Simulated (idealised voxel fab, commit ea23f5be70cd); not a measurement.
process module | voxel released beams
cross-section cut | 215 nm wide | cells 5 nm
A cross-section is a grid of square cells, given in bands from the top down. A band is one or more rows of cells.
Each band's line starts with the height of the band's top and of its bottom, in nm. Then come its materials from left to right, each with its width in nm. One material with "throughout" fills the band from edge to edge. "air" is empty space.
Height 0 is the level under which the wafer as received is all one material. The lowest band goes on downwards, as in "0 down".
A width such as "30 to 40" changes by the same amount from each row of cells to the next, from the band's top row to its bottom row.
"no change" after a step means that no cell of the cross-section changed.
closed voids: empty space of 8 cells or more with no open way to the top, each as width x height at its distance from the left edge, in nm
after a step's settings: what the simulator itself notes on the step
overlay nm, on a step with a mask: how far to the right of its planned place the mask lay; to the left if negative
plan
1 op RECEIVE | material Si
2 op CONFORMAL_DEP | material SiN | thk nm 10
3 op DIRECTIONAL_DEP | material SiO2 | thk nm 15
4 op PATTERN | tone open | mask id ANCHOR | material resist | width nm 45 | thk nm 15 | overlay nm 0
5 op DIRECTIONAL_ETCH | etch materials SiO2 | depth nm 15
6 op STRIP | etch materials resist
7 op CONFORMAL_DEP | material W | thk nm 15
8 op MASKED_ETCH | tone cover | mask id BEAM | width nm 90 | etch materials W | depth nm 15 | overlay nm 0
9 op STRIP | etch materials SiO2
as received, after step 1
  0 down: Si throughout
  closed voids: none
first wafer at the end, as planned
  40 to 25: air 60 | W 20 | air 15 | W 55 | air 65
  25 to 10: air 65 | W 45 | air 105
  10 to 0: SiN throughout
  0 down: Si throughout
  closed voids: none
second wafer at the end: like start, like plan, one mistake
  40 to 25: SiN 80 | air 15 | SiN 120
  25 to 10: SiO2 65 | SiN 45 | SiO2 105
  10 to 0: SiN throughout
  0 down: Si throughout
  closed voids: none
what went wrong: step 7 ran as: op CONFORMAL_DEP | material SiN | thk nm 15
at the end the second wafer has, in cells: 147 more of SiN | 102 more of SiO2 | 72 fewer of W
